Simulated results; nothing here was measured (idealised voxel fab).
Process module in this document: voxel spacer lines
For reference, the cross-section in this document is cut, with width 225 nm and square cells of 5 nm.
Each cross-section below is a grid of square cells, stated as bands in top-down order, with one or more rows of cells making up each band. This entry defines a band. It first specifies the height of the band's top and the height of its bottom in nm, and then specifies the band's materials from left to right, stating each material with its width in nm. The word "throughout" identifies a single material that fills the band from edge to edge, while the word "blank" identifies empty space. Height is counted from the level 0, under which the received wafer is composed throughout of one material. The lowest of the bands is not closed at the bottom but continues downward, in the notation "top 0, no bottom". When a width is written as two numbers, as in "30 to 40", the first number is the width in the top row of cells of the band and the second is the width in its bottom row, and the width changes by the same amount from each row to the next. Where a step carries "identical to before", the cross-section came out of it unchanged, cell for cell. Reported under the label "Sealed internal voids" are the empty spaces having no open way to the top and comprising 8 cells or more; the notation for each is width x height at distance, in which the distance is measured from the left edge and all three values are in nm. after a step's settings: what the simulator itself notes on the step. Among the settings permitted on a step's line is "overlay nm"; applied to a step with a mask, it specifies the extent to which the mask lay to the right of its planned position, whereas a negative figure signifies a position to the left.

-- Process steps (planned)
1,RECEIVE,material Si
2,CONFORMAL_DEP,material Al2O3,thk nm 5
3,DIRECTIONAL_DEP,material SiN,thk nm 10
4,DIRECTIONAL_DEP,material polySi,thk nm 25
5,PATTERN,tone cover,mask id MANDREL,material resist,width nm 25,pitch nm 80,thk nm 30,overlay nm -15
6,DIRECTIONAL_ETCH,etch materials polySi,depth nm 25
7,STRIP,etch materials resist
8,CONFORMAL_DEP,material SiO2,thk nm 15
9,DIRECTIONAL_ETCH,etch materials SiO2,depth nm 15
10,STRIP,etch materials polySi
11,DIRECTIONAL_ETCH,etch materials SiN,depth nm 10
12,STRIP,etch materials SiO2
13,FILL_DEP,material SiO2,thk nm 5
14,CMP,height nm 15
Be aware that, although all wafers share a common starting state, the overlay nm at step 5 differs among them, and the plan displays the first wafer's value.

-- The as-received cross-section of the first of several wafers corresponds to the state after step 1
> top 0, no bottom: Si throughout
> Sealed internal voids: none

-- Module end state after final step 14: cross-section of the first of several wafers
> top 15, bottom 5: SiO2=30, SiN=15, SiO2=25, SiN=15, SiO2=25, SiN=15, SiO2=25, SiN=15, SiO2=60
> top 5, bottom 0: Al2O3 throughout
> top 0, no bottom: Si throughout
> Sealed internal voids: none

-- Wafer cross-section (last wafer, module end)
> top 15, bottom 5: SiO2=60, SiN=15, SiO2=25, SiN=15, SiO2=25, SiN=15, SiO2=25, SiN=15, SiO2=30
> top 5, bottom 0: Al2O3 throughout
> top 0, no bottom: Si throughout
> Sealed internal voids: none

-- Per wafer, end of module: cells gained (+) or lost (-) per material since receipt, then closed voids
overlay nm -15, +45 Al2O3, +24 SiN, +66 SiO2, Sealed internal voids: none
overlay nm -10, +45 Al2O3, +24 SiN, +66 SiO2, Sealed internal voids: none
overlay nm -5, +45 Al2O3, +24 SiN, +66 SiO2, Sealed internal voids: none
overlay nm 0, +45 Al2O3, +24 SiN, +66 SiO2, Sealed internal voids: none
overlay nm 5, +45 Al2O3, +24 SiN, +66 SiO2, Sealed internal voids: none
overlay nm 10, +45 Al2O3, +24 SiN, +66 SiO2, Sealed internal voids: none
overlay nm 15, +45 Al2O3, +24 SiN, +66 SiO2, Sealed internal voids: none
